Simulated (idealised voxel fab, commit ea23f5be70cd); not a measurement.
Process module under the name voxel released beams
Cross-section cut spans 275 nm and uses square cells 5 nm in size.
If you're reading a cross-section in this doc, picture square cells in a grid; it comes to you as bands, top ones listed first down to the bottom, and a band can be one or more rows of cells.
Band entry format. Leading values: height of top, height of bottom, nm. Remainder: materials in left-to-right order, each with its width in nm. Special words: "everywhere" on a single material, which then fills the band edge to edge; "empty", empty space.
The reference from which all heights are counted is 0, the level beneath which the as-received wafer is entirely one material; the lowest band, having no lower bound, proceeds downward and is written after the example "z 0 and below".
Graded width ("30..40"): value in top row of band = first number; value in bottom row = second number; row-to-row change constant.
Step note "remained the same" = no cross-section cell changed.
If an empty space has no open way to the top and is at least 8 cells in size, "Fully enclosed voids" lists it, written width x height at distance, where distance is measured from the left edge and every value is in nm.
Whatever follows a step's settings on its line is a remark the simulator itself makes about that step.
Regarding "overlay nm": on a step with a mask, it is the distance the mask lay to the right of its planned place; a negative value places it to the left.
**These are the steps we planned for the process**
1: RECEIVE (material Si)
2: CONFORMAL_DEP (material Al2O3; thk nm 10)
3: DIRECTIONAL_DEP (material SiO2; thk nm 15)
4: MASKED_ETCH (tone open; mask id ANCHOR; width nm 25; etch materials SiO2; depth nm 15; overlay nm 0)
5: CONFORMAL_DEP (material SiN; thk nm 10)
6: MASKED_ETCH (tone cover; mask id BEAM; width nm 105; etch materials SiN; depth nm 10; overlay nm 0)
7: STRIP (etch materials SiO2)
**Incoming wafer, cross-sectional view, post step 1**
- z 0 and below | Si everywhere
- Fully enclosed voids: none
**Cross-section, first of two wafers, end of module, run as planned**
- z 35 to 25 | 80 of empty, 15 of SiN, 5 of empty, 85 of SiN, 90 of empty
- z 25 to 20 | 85 of empty, 10 of SiN, 5 of empty, 10 of SiN, 165 of empty
- z 20 to 10 | 85 of empty, 25 of SiN, 165 of empty
- z 10 to 0 | Al2O3 everywhere
- z 0 and below | Si everywhere
- Fully enclosed voids: none
**Second of two wafers, module complete, sectioned: it shares the first wafer's start and plan but was run with one mistake**
- z 20 to 10 | 80 of empty, 105 of SiN, 90 of empty
- z 10 to 0 | Al2O3 everywhere
- z 0 and below | Si everywhere
- Fully enclosed voids: none
Here's what went sideways: step 3 of the plan got skipped, so it never ran
at the end the second wafer has, in cells: SiN -12
